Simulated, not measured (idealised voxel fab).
The process module presented herein is designated voxel capacitor over wiring.
Each square cell in cross-section cut measures 5 nm, and the section as a whole is 170 nm wide.
This document writes a cross-section as a grid whose cells are square, and gives it as bands, listed from the top down; one or more rows of cells form a band.
Top, bottom (nm), then materials left to right with widths (nm); lone material tagged "edge to edge" fills the whole band edge to edge; "empty" = empty space.
We count height from 0. Below that, the starting wafer is all one material. The lowest band never ends at the bottom but goes on down; see "0 -> down" for how that is written.
Quick explanation for "30 to 40": the width changes in equal steps down the rows of cells, from the first number in the band's top row to the second number in its bottom row.
A step reported as "no modification" is a step in which no cell of the cross-section changed.
Voids not open to the top, 8 cells minimum: see "Fully enclosed voids". Written width x height at distance; distance is from the left edge; nm.
Heads up: the bit after the settings on a step's line is the simulator's remark on that step.
The setting "overlay nm" may be written on the line of a step. When the step uses a mask, the value reports how far to the right of the planned place the mask lay, and a negative value reports that it lay to the left.
Process steps (planned)
- 1: RECEIVE (material Si)
- 2: CONFORMAL_DEP (material SiO2; thk nm 15)
- 3: CONFORMAL_DEP (material SiN; thk nm 5)
- 4: DIRECTIONAL_DEP (material SiO2; thk nm 25)
- 5: DIRECTIONAL_DEP (material aC; thk nm 15)
- 6: PATTERN (tone open; mask id METAL_1; material resist; width nm 30; pitch nm 90; thk nm 30; overlay nm 0)
- 7: DIRECTIONAL_ETCH (etch materials aC; depth nm 15)
- 8: STRIP (etch materials resist)
- 9: DIRECTIONAL_ETCH (etch materials SiO2; depth nm 25)
- 10: DIRECTIONAL_ETCH (etch materials SiN; depth nm 5)
- 11: STRIP (etch materials aC)
- 12: CONFORMAL_DEP (material TiN; thk nm 5)
- 13: FILL_DEP (material Cu; thk nm 10)
- 14: CMP (height nm 45)
- 15: CONFORMAL_DEP (material SiCN; thk nm 5)
- 16: DIRECTIONAL_DEP (material SiO2; thk nm 15)
- 17: PATTERN (tone open; mask id PLUG_1; material resist; width nm 15; thk nm 20; overlay nm 0)
- 18: DIRECTIONAL_ETCH (etch materials SiO2; depth nm 15)
- 19: DIRECTIONAL_ETCH (etch materials SiCN; depth nm 5)
- 20: STRIP (etch materials resist)
- 21: CONFORMAL_DEP (material TiN; thk nm 5)
- 22: FILL_DEP (material W; thk nm 5)
- 23: CMP (height nm 65)
- 24: DIRECTIONAL_DEP (material TiN; thk nm 5)
- 25: DIRECTIONAL_DEP (material SiN; thk nm 5)
- 26: DIRECTIONAL_DEP (material TiN; thk nm 5)
- 27: MASKED_ETCH (tone cover; mask id UPPER_PLATE; width nm 65; etch materials TiN; depth nm 5; overlay nm 0)
- 28: MASKED_ETCH (tone cover; mask id UPPER_PLATE; width nm 65; etch materials SiN; depth nm 5; overlay nm 0)
- 29: DIRECTIONAL_DEP (material aC; thk nm 15)
- 30: PATTERN (tone cover; mask id LOWER_PLATE; material resist; width nm 75; thk nm 35; overlay nm 0)
- 31: DIRECTIONAL_ETCH (etch materials aC; depth nm 15)
- 32: STRIP (etch materials resist)
- 33: DIRECTIONAL_ETCH (etch materials TiN; depth nm 5)
- 34: STRIP (etch materials aC)
- 35: FILL_DEP (material SiO2; thk nm 15)
- 36: CMP (height nm 90)
- 37: MASKED_ETCH (tone open; mask id PLUG_2; width nm 15; etch materials SiO2; depth nm 10; overlay nm 0)
- 38: CONFORMAL_DEP (material TiN; thk nm 5)
- 39: FILL_DEP (material Cu; thk nm 5)
- 40: CMP (height nm 90)
- 41: CONFORMAL_DEP (material SiCN; thk nm 5)
Here's what the wafer looked like in cross-section when it arrived - that's after step 1
	0 -> down = Si edge to edge
	Fully enclosed voids: none
Module complete, cross-section. Starting point and plan per above. One mistake made in running the module
	95 -> 90 = SiCN edge to edge
	90 -> 85 = SiO2: 50; TiN: 5; Cu: 5; TiN: 5; SiO2: 105
	85 -> 80 = SiO2: 50; TiN: 15; SiO2: 105
	80 -> 75 = SiO2: 40; SiN: 65; SiO2: 65
	75 -> 70 = SiO2: 35; TiN: 75; SiO2: 60
	70 -> 65 = TiN edge to edge
	65 -> 50 = SiO2: 40; TiN: 5; W: 5; TiN: 5; SiO2: 115
	50 -> 45 = SiCN: 40; TiN: 15; SiCN: 115
	45 -> 20 = SiO2: 25; TiN: 5; Cu: 20; TiN: 5; SiO2: 60; TiN: 5; Cu: 20; TiN: 5; SiO2: 25
	20 -> 15 = SiN: 25; TiN: 30; SiN: 60; TiN: 30; SiN: 25
	15 -> 0 = SiO2 edge to edge
	0 -> down = Si edge to edge
	Fully enclosed voids: none
Short version of what went wrong: steps 25 and 26 swapped
